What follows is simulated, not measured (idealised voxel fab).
The process module presented herein is designated voxel self aligned contacts.
Displayed cross-section: cut, width of 280 nm, square cells sized 5 nm.
Cross-section spec: square-cell grid; bands listed top down; each band is one or more rows. Top, bottom (nm), then materials left to right with widths (nm); lone material tagged "all across" fills the whole band edge to edge; "empty" = empty space. It should be noted that heights are counted from 0, beneath which the wafer as supplied is of one material throughout, and that the lowest band possesses no lower boundary but continues downward, as written in "z 0 and below". The notation "30 to 40" denotes a width that varies across the rows of cells in the band, beginning at the first number in the top row, finishing at the second number in the bottom row, and changing by an identical amount from each row to the next. Key: "all unchanged" - step with no changed cell in the cross-section. "Entrapped void list" contains a list of empty spaces, each no smaller than 8 cells and without an open way to the top, written in the form width x height at distance with the distance from the left edge and all three in nm. Heads up: the bit after the settings on a step's line is the simulator's remark on that step. overlay nm: right-of-plan distance of the mask on a masked step; negative values mean left-of-plan.
# Listed below are the process steps as planned
1 RECEIVE (material Si)
2 CONFORMAL_DEP (material SiO2; thk nm 5)
3 DIRECTIONAL_DEP (material polySi; thk nm 25)
4 DIRECTIONAL_DEP (material SiN; thk nm 20)
5 PATTERN (tone cover; mask id GATE; material resist; width nm 30; pitch nm 55; thk nm 20; overlay nm 0)
6 DIRECTIONAL_ETCH (etch materials SiN; depth nm 20)
7 DIRECTIONAL_ETCH (etch materials polySi; depth nm 25)
8 STRIP (etch materials resist)
9 CONFORMAL_DEP (material SiN; thk nm 5)
10 DIRECTIONAL_ETCH (etch materials SiN; depth nm 5)
11 FILL_DEP (material SiO2; thk nm 10)
12 CMP (height nm 55)
13 PATTERN (tone open; mask id CONTACT; material resist; width nm 35; pitch nm 55; thk nm 15; overlay nm 0)
14 DIRECTIONAL_ETCH (etch materials SiO2; depth nm 55)
15 STRIP (etch materials resist)
16 CONFORMAL_DEP (material TiN; thk nm 5)
17 FILL_DEP (material W; thk nm 10)
18 CMP (height nm 55)
19 CONFORMAL_DEP (material SiN; thk nm 5)
# Incoming wafer in cross-section (state: after step 1)
- z 0 and below | Si all across
- Entrapped void list: none
# Cross-sectional result after module completion. Note: starting condition and plan are unchanged from above; one processing mistake was made
- z 60 to 55 | SiN all across
- z 55 to 50 | SiO2 95 nm / TiN 15 nm / W 5 nm / TiN 15 nm / SiO2 20 nm / TiN 15 nm / W 5 nm / TiN 15 nm / SiO2 95 nm
- z 50 to 30 | SiO2 65 nm / SiN 5 nm / polySi 30 nm / SiN 5 nm / TiN 5 nm / W 5 nm / TiN 5 nm / SiN 5 nm / polySi 30 nm / SiN 5 nm / TiN 5 nm / W 5 nm / TiN 5 nm / SiN 5 nm / polySi 30 nm / SiN 5 nm / SiO2 65 nm
- z 30 to 25 | SiO2 65 nm / SiN 5 nm / polySi 30 nm / SiN 5 nm / TiN 15 nm / SiN 5 nm / polySi 30 nm / SiN 5 nm / TiN 15 nm / SiN 5 nm / polySi 30 nm / SiN 5 nm / SiO2 65 nm
- z 25 to 5 | SiN all across
- z 5 to 0 | SiO2 all across
- z 0 and below | Si all across
- Entrapped void list: none
Misprocessing identified: the run placed steps 3 and 4 each in the position the plan gave to the other
